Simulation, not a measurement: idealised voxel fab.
process module | voxel spacer lines
cross-section cut | 175 nm wide | cells 5 nm
A cross-section is a grid of square cells, given in bands from the top down. A band is one or more rows of cells.
Each band's line starts with the height of the band's top and of its bottom, in nm. Then come its materials from left to right, each with its width in nm. One material with "throughout" fills the band from edge to edge. "air" is empty space.
Height 0 is the level under which the wafer as received is all one material. The lowest band goes on downwards, as in "0 down".
A width such as "30 to 40" changes by the same amount from each row of cells to the next, from the band's top row to its bottom row.
"no change" after a step means that no cell of the cross-section changed.
closed voids: empty space of 8 cells or more with no open way to the top, each as width x height at its distance from the left edge, in nm
after a step's settings: what the simulator itself notes on the step
overlay nm, on a step with a mask: how far to the right of its planned place the mask lay; to the left if negative
plan
1 op RECEIVE | material Si
2 op CONFORMAL_DEP | material Al2O3 | thk nm 10
3 op DIRECTIONAL_DEP | material TiN | thk nm 10
4 op DIRECTIONAL_DEP | material aC | thk nm 30
5 op PATTERN | tone cover | mask id MANDREL | material resist | width nm 20 | pitch nm 60 | thk nm 40 | overlay nm -15
6 op DIRECTIONAL_ETCH | etch materials aC | depth nm 30
7 op STRIP | etch materials resist
8 op CONFORMAL_DEP | material SiN | thk nm 10
9 op DIRECTIONAL_ETCH | etch materials SiN | depth nm 10
10 op STRIP | etch materials aC
11 op DIRECTIONAL_ETCH | etch materials TiN | depth nm 10
12 op STRIP | etch materials SiN
varied across the wafers: overlay nm of step 5. The plan shows the first wafer's value. All wafers start alike
first wafer as received, after step 1
  0 down: Si throughout
  closed voids: none
first wafer at the end, after step 12
  20 to 10: air 20 | TiN 10 | air 20 | TiN 10 | air 20 | TiN 10 | air 20 | TiN 10 | air 55
  10 to 0: Al2O3 throughout
  0 down: Si throughout
  closed voids: none
last wafer at the end
  20 to 10: air 50 | TiN 10 | air 20 | TiN 10 | air 20 | TiN 10 | air 20 | TiN 10 | air 25
  10 to 0: Al2O3 throughout
  0 down: Si throughout
  closed voids: none
each wafer at the end: cells of each material gained (+) or lost (-) since it was received, then its closed voids
overlay nm -15 | +70 Al2O3 | +16 TiN | closed voids: none
overlay nm -10 | +70 Al2O3 | +16 TiN | closed voids: none
overlay nm -5 | +70 Al2O3 | +16 TiN | closed voids: none
overlay nm 0 | +70 Al2O3 | +16 TiN | closed voids: none
overlay nm 5 | +70 Al2O3 | +16 TiN | closed voids: none
overlay nm 10 | +70 Al2O3 | +16 TiN | closed voids: none
overlay nm 15 | +70 Al2O3 | +16 TiN | closed voids: none
